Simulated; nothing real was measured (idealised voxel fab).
Proc. module: voxel released beams
We display cut, a cross-section 155 nm in width whose square cells are each 5 nm.
If you're reading a cross-section in this doc, picture square cells in a grid; it comes to you as bands, top ones listed first down to the bottom, and a band can be one or more rows of cells. Within each band entry, the heights of the top and of the bottom of the band appear first, in that order and in nm; the materials of the band then follow from left to right, each with its corresponding width in nm. The designation "all across" on a single material indicates that it fills the band from edge to edge; the designation "empty" indicates empty space. Note: height 0 marks the level under which the wafer is uniformly one material as received. Lowest band unbounded below, written "0..down". Think of "30->40" as a width that walks from the first number to the second as you go down the band, top row to bottom row, taking equal-sized steps from row to row. Basically "no change" means that step didn't change any cell in the cross-section. For the entry "Closed void listing", the listed items are empty spaces with no open way to the top whose size is 8 cells or more; each item follows the pattern width x height at distance, where distance is from the left edge and all three are in nm. That trailing text on a step's line, after the settings, is the simulator's own remark on the step. A step's line can hold "overlay nm"; with a mask on that step, the setting says how far right of the planned place the mask lay, while a negative setting says it lay to the left.
## plan
1. RECEIVE,material Si
2. CONFORMAL_DEP,material Al2O3,thk nm 5
3. DIRECTIONAL_DEP,material SiO2,thk nm 15
4. DIRECTIONAL_DEP,material aC,thk nm 10
5. PATTERN,tone open,mask id ANCHOR,material resist,width nm 35,thk nm 25,overlay nm 0
6. DIRECTIONAL_ETCH,etch materials aC,depth nm 10
7. STRIP,etch materials resist
8. DIRECTIONAL_ETCH,etch materials SiO2,depth nm 15
9. STRIP,etch materials aC
10. CONFORMAL_DEP,material W,thk nm 10
11. DIRECTIONAL_DEP,material aC,thk nm 15
12. PATTERN,tone cover,mask id BEAM,material resist,width nm 100,thk nm 35,overlay nm 0
13. DIRECTIONAL_ETCH,etch materials aC,depth nm 15
14. STRIP,etch materials resist
15. DIRECTIONAL_ETCH,etch materials W,depth nm 10
16. STRIP,etch materials aC
17. STRIP,etch materials SiO2
## On the first of the two wafers: run conducted according to plan
## Cross-section of the wafer as it came to us, i.e., already through step 1
- 0..down: Si all across
- Closed void listing: none
## How the wafer stands in section after step 2
- 5..0: Al2O3 all across
- All layers under 0 are left as they were.
## How the wafer stands in section after step 3
- 20..5: SiO2 all across
- All layers under 5 are left as they were.
## How the wafer stands in section after step 4
- 30..20: aC all across
- All layers under 20 are left as they were.
## How the wafer stands in section after step 5
- 55..30: resist 30 nm, then empty 35 nm, then resist 90 nm
- All layers under 30 are left as they were.
## How the wafer stands in section after step 6
- 45..30: resist 30 nm, then empty 35 nm, then resist 90 nm
- 30..20: aC 30 nm, then empty 35 nm, then aC 90 nm
- All layers under 20 are left as they were.
## How the wafer stands in section after step 7
- 30..20: aC 30 nm, then empty 35 nm, then aC 90 nm
- All layers under 20 are left as they were.
## How the wafer stands in section after step 8
- 30..20: aC 30 nm, then empty 35 nm, then aC 90 nm
- 20..5: SiO2 30 nm, then empty 35 nm, then SiO2 90 nm
- All layers under 5 are left as they were.
## How the wafer stands in section after step 9
- 20..5: SiO2 30 nm, then empty 35 nm, then SiO2 90 nm
- All layers under 5 are left as they were.
## How the wafer stands in section after step 10
- 30..20: W 40 nm, then empty 15 nm, then W 100 nm
- 20..15: SiO2 30 nm, then W 10 nm, then empty 15 nm, then W 10 nm, then SiO2 90 nm
- 15..5: SiO2 30 nm, then W 35 nm, then SiO2 90 nm
- All layers under 5 are left as they were.
## How the wafer stands in section after step 11
- 45..30: aC 40 nm, then empty 15 nm, then aC 100 nm
- 30..20: W 40 nm, then aC 15 nm, then W 100 nm
- 20..15: SiO2 30 nm, then W 10 nm, then aC 15 nm, then W 10 nm, then SiO2 90 nm
- All layers under 15 are left as they were.
## How the wafer stands in section after step 12
- 80..45: empty 25 nm, then resist 100 nm, then empty 30 nm
- 45..30: aC 40 nm, then resist 15 nm, then aC 100 nm
- All layers under 30 are left as they were.
## How the wafer stands in section after step 13
- 65..45: empty 25 nm, then resist 100 nm, then empty 30 nm
- 45..30: empty 25 nm, then aC 15 nm, then resist 15 nm, then aC 70 nm, then empty 30 nm
- All layers under 30 are left as they were.
## How the wafer stands in section after step 14
- 45..30: empty 25 nm, then aC 15 nm, then empty 15 nm, then aC 70 nm, then empty 30 nm
- All layers under 30 are left as they were.
## How the wafer stands in section after step 15
- 45..30: empty 25 nm, then aC 15 nm, then empty 15 nm, then aC 70 nm, then empty 30 nm
- 30..20: empty 25 nm, then W 15 nm, then aC 15 nm, then W 70 nm, then empty 30 nm
- All layers under 20 are left as they were.
## How the wafer stands in section after step 16
- 30..20: empty 25 nm, then W 15 nm, then empty 15 nm, then W 70 nm, then empty 30 nm
- 20..15: SiO2 30 nm, then W 10 nm, then empty 15 nm, then W 10 nm, then SiO2 90 nm
- All layers under 15 are left as they were.
## How the wafer stands in section after step 17
- 30..20: empty 25 nm, then W 15 nm, then empty 15 nm, then W 70 nm, then empty 30 nm
- 20..15: empty 30 nm, then W 10 nm, then empty 15 nm, then W 10 nm, then empty 90 nm
- 15..5: empty 30 nm, then W 35 nm, then empty 90 nm
- All layers under 5 are left as they were.
## Second wafer, same starting state and plan as the first, one mistake in the run, identical through step 14
## Second wafer at the planned finish of step 15, seen in cross-section
- 45..30: empty 25 nm, then aC 15 nm, then empty 15 nm, then aC 70 nm, then empty 30 nm
- 30..25: empty 25 nm, then W 15 nm, then aC 15 nm, then W 70 nm, then empty 30 nm
- All layers under 25 are left as they were.
## Second wafer at the planned finish of step 16, seen in cross-section
- 30..25: empty 25 nm, then W 15 nm, then empty 15 nm, then W 70 nm, then empty 30 nm
- 25..20: W 40 nm, then empty 15 nm, then W 100 nm
- 20..15: SiO2 30 nm, then W 10 nm, then empty 15 nm, then W 10 nm, then SiO2 90 nm
- All layers under 15 are left as they were.
Second wafer at the planned finish of step 17, seen in cross-section: no change
Nonconformance to the process plan: step 15 was not run as planned; what actually ran was DIRECTIONAL_ETCH,etch materials W,depth nm 5
Final tally in cells, some materials are higher or lower on the second wafer than on the first: SiO2 +72 | W +11
